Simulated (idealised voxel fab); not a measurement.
Title: Process Module voxel capacitor over wiring
We display cut, a cross-section 175 nm in width whose square cells are each 5 nm.
Each cross-section below is a grid of square cells, stated as bands in top-down order, with one or more rows of cells making up each band. In this notation a band is specified by the heights of its top and bottom, in that order and in nm, after which its materials appear from left to right, each paired with its width in nm. The word "all across" attached to a single material means that material fills the band from edge to edge; the word "blank" stands for empty space. Height is counted from the level 0, under which the received wafer is composed throughout of one material. The lowest of the bands is not closed at the bottom but continues downward, in the notation "from 0 down". When a width is written as two numbers, as in "30 to 40", the first number is the width in the top row of cells of the band and the second is the width in its bottom row, and the width changes by the same amount from each row to the next. Step marked "same as before"? Then no cell in the cross-section changed in it. If an empty space has no open way to the top and is at least 8 cells in size, "Enclosed void inventory" lists it, written width x height at distance, where distance is measured from the left edge and every value is in nm. On each step's line, the part that comes after the settings is the simulator's own comment on the step. A step's line can hold "overlay nm"; with a mask on that step, the setting says how far right of the planned place the mask lay, while a negative setting says it lay to the left.
### Process steps - plan
1: RECEIVE (material Si)
2: CONFORMAL_DEP (material SiO2; thk nm 10)
3: DIRECTIONAL_DEP (material TiN; thk nm 5)
4: DIRECTIONAL_DEP (material W; thk nm 20)
5: DIRECTIONAL_DEP (material aC; thk nm 10)
6: PATTERN (tone cover; mask id METAL_1; material resist; width nm 30; pitch nm 80; thk nm 25; overlay nm 0)
7: DIRECTIONAL_ETCH (etch materials aC; depth nm 10)
8: STRIP (etch materials resist)
9: DIRECTIONAL_ETCH (etch materials W; depth nm 20)
10: DIRECTIONAL_ETCH (etch materials TiN; depth nm 5)
11: STRIP (etch materials aC)
12: CONFORMAL_DEP (material SiCN; thk nm 5)
13: FILL_DEP (material lowk; thk nm 10)
14: CMP (height nm 35)
15: CONFORMAL_DEP (material SiCN; thk nm 5)
16: DIRECTIONAL_DEP (material lowk; thk nm 10)
17: PATTERN (tone open; mask id PLUG_1; material resist; width nm 15; thk nm 15; overlay nm 0)
18: DIRECTIONAL_ETCH (etch materials lowk; depth nm 10)
19: DIRECTIONAL_ETCH (etch materials SiCN; depth nm 5)
20: STRIP (etch materials resist)
21: EPI (material Ru; thk nm 10)
22: EPI (material Ru; thk nm 5)
23: DIRECTIONAL_DEP (material TiN; thk nm 10)
24: DIRECTIONAL_DEP (material SiN; thk nm 5)
25: DIRECTIONAL_DEP (material TiN; thk nm 10)
26: PATTERN (tone cover; mask id UPPER_PLATE; material resist; width nm 55; thk nm 15; overlay nm 0)
27: DIRECTIONAL_ETCH (etch materials TiN; depth nm 10)
28: DIRECTIONAL_ETCH (etch materials SiN; depth nm 5)
29: STRIP (etch materials resist)
30: MASKED_ETCH (tone cover; mask id LOWER_PLATE; width nm 65; etch materials TiN; depth nm 10; overlay nm -15)
31: FILL_DEP (material SiO2; thk nm 20)
32: CMP (height nm 90)
33: PATTERN (tone open; mask id PLUG_2; material resist; width nm 15; thk nm 15; overlay nm 0)
34: DIRECTIONAL_ETCH (etch materials SiO2; depth nm 15)
35: STRIP (etch materials resist)
36: CONFORMAL_DEP (material TiN; thk nm 5)
37: FILL_DEP (material Ru; thk nm 10)
38: CMP (height nm 90)
39: CONFORMAL_DEP (material SiCN; thk nm 5)
Don't read the plan's overlay nm for step 30 as applying to every wafer: that's the first wafer's value, and the wafers differ in it, though they all start identical.
### Cross-section, first of several wafers, as delivered after step 1
from 0 down: Si all across
Enclosed void inventory: none
### first wafer at the end, after step 39
from 95 to 90: SiCN all across
from 90 to 80: 55 of SiO2 / 5 of TiN / 5 of Ru / 5 of TiN / 105 of SiO2
from 80 to 75: 55 of SiO2 / 15 of TiN / 105 of SiO2
from 75 to 65: 45 of SiO2 / 45 of TiN / 85 of SiO2
from 65 to 60: 45 of SiO2 / 55 of SiN / 75 of SiO2
from 60 to 50: 25 of SiO2 / 75 of TiN / 75 of SiO2
from 50 to 40: 45 of lowk / 15 of Ru / 115 of lowk
from 40 to 35: 45 of SiCN / 15 of Ru / 115 of SiCN
from 35 to 15: 25 of lowk / 5 of SiCN / 30 of W / 5 of SiCN / 40 of lowk / 5 of SiCN / 30 of W / 5 of SiCN / 30 of lowk
from 15 to 10: 30 of SiCN / 30 of TiN / 50 of SiCN / 30 of TiN / 35 of SiCN
from 10 to 0: SiO2 all across
from 0 down: Si all across
Enclosed void inventory: none
### The final wafer, sectioned at module end
from 95 to 90: SiCN all across
from 90 to 80: 55 of SiO2 / 5 of TiN / 5 of Ru / 5 of TiN / 105 of SiO2
from 80 to 75: 55 of SiO2 / 15 of TiN / 105 of SiO2
from 75 to 65: 55 of SiO2 / 45 of TiN / 75 of SiO2
from 65 to 60: 45 of SiO2 / 55 of SiN / 75 of SiO2
from 60 to 50: 45 of SiO2 / 75 of TiN / 55 of SiO2
from 50 to 40: 45 of lowk / 15 of Ru / 115 of lowk
from 40 to 35: 45 of SiCN / 15 of Ru / 115 of SiCN
from 35 to 15: 25 of lowk / 5 of SiCN / 30 of W / 5 of SiCN / 40 of lowk / 5 of SiCN / 30 of W / 5 of SiCN / 30 of lowk
from 15 to 10: 30 of SiCN / 30 of TiN / 50 of SiCN / 30 of TiN / 35 of SiCN
from 10 to 0: SiO2 all across
from 0 down: Si all across
Enclosed void inventory: none
### Take any row and you have a wafer at the end of the module: how many cells of each material it has gained (+) or lost (-) since it was received, and then its closed voids
overlay nm -15 | +11 Ru | +106 SiCN | +11 SiN | +282 SiO2 | +67 TiN | +48 W | +140 lowk | Enclosed void inventory: none
overlay nm -10 | +11 Ru | +106 SiCN | +11 SiN | +282 SiO2 | +67 TiN | +48 W | +140 lowk | Enclosed void inventory: none
overlay nm -5 | +11 Ru | +106 SiCN | +11 SiN | +282 SiO2 | +67 TiN | +48 W | +140 lowk | Enclosed void inventory: none
overlay nm 0 | +11 Ru | +106 SiCN | +11 SiN | +282 SiO2 | +67 TiN | +48 W | +140 lowk | Enclosed void inventory: none
overlay nm 5 | +11 Ru | +106 SiCN | +11 SiN | +282 SiO2 | +67 TiN | +48 W | +140 lowk | Enclosed void inventory: none
overlay nm 10 | +11 Ru | +106 SiCN | +11 SiN | +282 SiO2 | +67 TiN | +48 W | +140 lowk | Enclosed void inventory: none
overlay nm 15 | +11 Ru | +106 SiCN | +11 SiN | +282 SiO2 | +67 TiN | +48 W | +140 lowk | Enclosed void inventory: none
